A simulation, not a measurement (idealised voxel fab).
The following process module bears the name voxel transistor to metal.
It is cross-section cut that appears here, measuring 200 nm in width, its square cells being 5 nm in size.
In what follows, cross-sections appear as grids of square cells, described through bands that run from the top down, where every band is one or more rows of cells. Heights first: top, then bottom, in nm. Then materials, left to right, each with a width in nm. "all across" on a single material: fills the band edge to edge. "empty": empty space. Heights are reckoned from 0. Under this level, the received wafer is all of one material. The bottommost band is open-ended downward, for example "top 0, no bottom". Note: "30 to 40" means the width goes from the first number (top row of the band) to the second number (bottom row) in equal steps per row of cells. Step marked "no modification"? Then no cell in the cross-section changed in it. Any empty space of 8 cells or more lacking an open way to the top shows up in "Enclosed empty spaces" as width x height at distance, distance from the left edge, in nm. It should be noted that, on the line of a given step, the content following the step's settings is a remark produced by the simulator itself with respect to that step. You can add "overlay nm" to a step's line. For a step with a mask, it describes how far the mask lay to the right of its planned position, and a negative number describes a lay to the left.

THE FOLLOWING LIST GIVES THE PLANNED PROCESS STEPS
1 RECEIVE: material Si
2 CONFORMAL_DEP: material SiO2, thk nm 5
3 CONFORMAL_DEP: material SiN, thk nm 10
4 MASKED_ETCH: tone cover, mask id ACTIVE, width nm 115, etch materials SiN, depth nm 10, overlay nm 0
5 MASKED_ETCH: tone cover, mask id ACTIVE, width nm 115, etch materials SiO2, depth nm 5, overlay nm 0
6 MASKED_ETCH: tone cover, mask id ACTIVE, width nm 115, etch materials Si, depth nm 35, overlay nm 0
7 FILL_DEP: material SiO2, thk nm 10
8 CMP: height nm 15
9 SELECTIVE_ETCH: etch materials SiO2, depth nm 10
10 STRIP: etch materials SiN
11 SELECTIVE_ETCH: etch materials SiO2, depth nm 5
12 OXIDIZE: depth nm 5
13 DIRECTIONAL_DEP: material polySi, thk nm 25
14 DIRECTIONAL_DEP: material SiCN, thk nm 15
15 PATTERN: tone cover, mask id GATE, material resist, width nm 35, thk nm 20, overlay nm 0
16 DIRECTIONAL_ETCH: etch materials SiCN, depth nm 25
17 DIRECTIONAL_ETCH: etch materials polySi, depth nm 35
18 STRIP: etch materials resist
19 CONFORMAL_DEP: material SiN, thk nm 5
20 DIRECTIONAL_ETCH: etch materials SiN, depth nm 5
21 DIRECTIONAL_ETCH: etch materials SiO2, depth nm 5
22 EPI: material nSi, thk nm 5
23 FILL_DEP: material SiO2, thk nm 5
24 CMP: height nm 25
25 STRIP: etch materials polySi
26 SELECTIVE_ETCH: etch materials SiO2, depth nm 5
27 CONFORMAL_DEP: material HfO2, thk nm 5
28 CONFORMAL_DEP: material TiN, thk nm 5
29 FILL_DEP: material W, thk nm 5
30 CMP: height nm 20
31 DIRECTIONAL_DEP: material SiO2, thk nm 15
32 DIRECTIONAL_DEP: material aC, thk nm 10
33 PATTERN: tone open, mask id CONTACT, material resist, width nm 15, pitch nm 90, thk nm 25, overlay nm 0
34 DIRECTIONAL_ETCH: etch materials aC, depth nm 10
35 STRIP: etch materials resist
36 DIRECTIONAL_ETCH: etch materials SiO2, depth nm 35
37 STRIP: etch materials aC
38 CONFORMAL_DEP: material TiN, thk nm 5
39 FILL_DEP: material W, thk nm 5
40 CMP: height nm 35
41 CONFORMAL_DEP: material SiCN, thk nm 5
42 DIRECTIONAL_DEP: material SiO2, thk nm 25
43 DIRECTIONAL_DEP: material aC, thk nm 15
44 PATTERN: tone open, mask id METAL_1, material resist, width nm 15, pitch nm 90, thk nm 30, overlay nm 0
45 DIRECTIONAL_ETCH: etch materials aC, depth nm 15
46 STRIP: etch materials resist
47 DIRECTIONAL_ETCH: etch materials SiO2, depth nm 25
48 DIRECTIONAL_ETCH: etch materials SiCN, depth nm 5
49 STRIP: etch materials aC
50 CONFORMAL_DEP: material TiN, thk nm 5
51 FILL_DEP: material Cu, thk nm 5
52 CMP: height nm 65
53 CONFORMAL_DEP: material SiCN, thk nm 5
54 DIRECTIONAL_DEP: material SiO2, thk nm 30
55 PATTERN: tone open, mask id METAL_2, material resist, width nm 15, pitch nm 90, thk nm 20, overlay nm 0
56 DIRECTIONAL_ETCH: etch materials SiO2, depth nm 20
57 STRIP: etch materials resist
58 MASKED_ETCH: tone open, mask id METAL_2_HOLES, width nm 15, pitch nm 90, etch materials SiO2, depth nm 10, overlay nm 0
59 MASKED_ETCH: tone open, mask id METAL_2_HOLES, width nm 15, pitch nm 90, etch materials SiCN, depth nm 5, overlay nm 0
60 CONFORMAL_DEP: material TiN, thk nm 5
61 FILL_DEP: material Ru, thk nm 10
62 CMP: height nm 100
63 CONFORMAL_DEP: material SiCN, thk nm 5

CROSS-SECTION OF THE WAFER AT RECEIPT, WHICH IS THE CONDITION AFTER STEP 1
  top 0, no bottom | Si all across
  Enclosed empty spaces: none

BELOW IS THE WAFER IN CROSS-SECTION AFTER THE MODULE WAS COMPLETED. IT BEGAN FROM THE STARTING POINT SHOWN ABOVE AND FOLLOWED THE PLAN SHOWN ABOVE, EXCEPT THAT ONE MISTAKE WAS MADE WHILE RUNNING IT
  top 105, bottom 100 | SiCN all across
  top 100, bottom 70 | SiO2 45 nm, TiN 5 nm, Ru 5 nm, TiN 5 nm, SiO2 75 nm, TiN 5 nm, Ru 5 nm, TiN 5 nm, SiO2 50 nm
  top 70, bottom 65 | SiCN 45 nm, TiN 15 nm, SiCN 75 nm, TiN 15 nm, SiCN 50 nm
  top 65, bottom 40 | SiO2 45 nm, TiN 5 nm, Cu 5 nm, TiN 5 nm, SiO2 75 nm, TiN 5 nm, Cu 5 nm, TiN 5 nm, SiO2 50 nm
  top 40, bottom 35 | SiCN 45 nm, TiN 15 nm, SiCN 75 nm, TiN 15 nm, SiCN 50 nm
  top 35, bottom 20 | SiO2 45 nm, TiN 5 nm, W 5 nm, TiN 5 nm, SiO2 75 nm, TiN 5 nm, W 5 nm, TiN 5 nm, SiO2 50 nm
  top 20, bottom 5 | SiO2 45 nm, TiN 5 nm, W 5 nm, TiN 5 nm, SiO2 15 nm, SiN 5 nm, HfO2 5 nm, TiN 5 nm, W 15 nm, TiN 5 nm, HfO2 5 nm, SiN 5 nm, SiO2 15 nm, TiN 5 nm, W 5 nm, TiN 5 nm, SiO2 50 nm
  top 5, bottom 0 | SiO2 45 nm, TiN 15 nm, SiO2 15 nm, SiN 5 nm, HfO2 5 nm, TiN 25 nm, HfO2 5 nm, SiN 5 nm, SiO2 15 nm, TiN 15 nm, SiO2 50 nm
  top 0, bottom -5 | SiO2 35 nm, nSi 40 nm, HfO2 45 nm, nSi 40 nm, SiO2 40 nm
  top -5, bottom -70 | SiO2 40 nm, Si 115 nm, SiO2 45 nm
  top -70, no bottom | Si all across
  Enclosed empty spaces: none
Processing error: step 6 of the plan was twice carried out
